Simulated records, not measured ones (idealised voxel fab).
Process module name: voxel ribs on slabs
Displayed cross-section: cut, width of 140 nm, square cells sized 5 nm.
Format of a cross-section: grid, square cells. Given as bands. Order: top down. Band: one or more rows of cells. First you get the band's top height and its bottom height, in nm, and then the materials it's made of, left to right, with each width in nm. If you see a single material with "full width", that one covers the band edge to edge. "blank" is empty space. Convention: height 0 is the level below which the wafer, as received, is all one material. The lowest band does not terminate at the bottom but continues downward, represented as "from 0 down". The width entry "30->40" should be interpreted row by row: the top row of cells in the band takes the first number, the bottom row takes the second number, and the change between adjacent rows is uniform throughout. You'll sometimes find "nothing altered" written for a step, and that's the way of saying that nowhere in the cross-section did a cell change during that step. If an empty space has no open way to the top and is at least 8 cells in size, "Trapped void list" lists it, written width x height at distance, where distance is measured from the left edge and every value is in nm. Anything after a step's settings on that line? It's the simulator's own note about the step. overlay nm: mask right of planned place by this much (step with mask). Neg. = left.

### So here's the lineup of process steps we planned
1) RECEIVE with material Si
2) DIRECTIONAL_DEP with material SiO2, thk nm 30
3) DIRECTIONAL_DEP with material SiN, thk nm 20
4) MASKED_ETCH with tone cover, mask id RIB, width nm 20, etch materials SiN, depth nm 5, overlay nm 0
5) PATTERN with tone cover, mask id SLAB, material resist, width nm 50, thk nm 15, overlay nm 0
6) DIRECTIONAL_ETCH with etch materials SiN, depth nm 15
7) STRIP with etch materials resist
8) FILL_DEP with material SiO2, thk nm 25
9) CMP with height nm 65
10) DIRECTIONAL_DEP with material W, thk nm 10
11) DIRECTIONAL_DEP with material aC, thk nm 15
12) PATTERN with tone cover, mask id HEATER, material resist, width nm 30, thk nm 35, overlay nm 0
13) DIRECTIONAL_ETCH with etch materials aC, depth nm 15
14) STRIP with etch materials resist
15) DIRECTIONAL_ETCH with etch materials W, depth nm 10
16) STRIP with etch materials aC
17) CONFORMAL_DEP with material SiN, thk nm 5

### Here's what the wafer looked like in cross-section when it arrived - that's after step 1
from 0 down | Si full width
Trapped void list: none

### The first of the two wafers as seen in cross-section once the module was finished; processing followed the plan
from 80 to 75 | blank: 50 / SiN: 40 / blank: 50
from 75 to 70 | blank: 50 / SiN: 5 / W: 30 / SiN: 5 / blank: 50
from 70 to 65 | SiN: 55 / W: 30 / SiN: 55
from 65 to 50 | SiO2 full width
from 50 to 45 | SiO2: 60 / SiN: 20 / SiO2: 60
from 45 to 30 | SiO2: 45 / SiN: 50 / SiO2: 45
from 30 to 0 | SiO2 full width
from 0 down | Si full width
Trapped void list: none

### The second wafer, shown in cross-section after the module: started the same way as the first and given the same plan, yet one mistake crept into how it was run
from 80 to 75 | SiN: 60 / blank: 20 / SiN: 60
from 75 to 70 | W: 55 / SiN: 5 / blank: 20 / SiN: 5 / W: 55
from 70 to 65 | W: 55 / SiN: 30 / W: 55
from 65 to 50 | SiO2 full width
from 50 to 45 | SiO2: 60 / SiN: 20 / SiO2: 60
from 45 to 30 | SiO2: 45 / SiN: 50 / SiO2: 45
from 30 to 0 | SiO2 full width
from 0 down | Si full width
Trapped void list: none
what went wrong: so step 12 ended up running with a different setting than we planned, it ran as PATTERN with tone open, mask id HEATER, material resist, width nm 30, thk nm 35, overlay nm 0
It is noted that, at the conclusion of processing, the second wafer exhibits a higher or lower cell count for certain materials relative to the first: +32 W
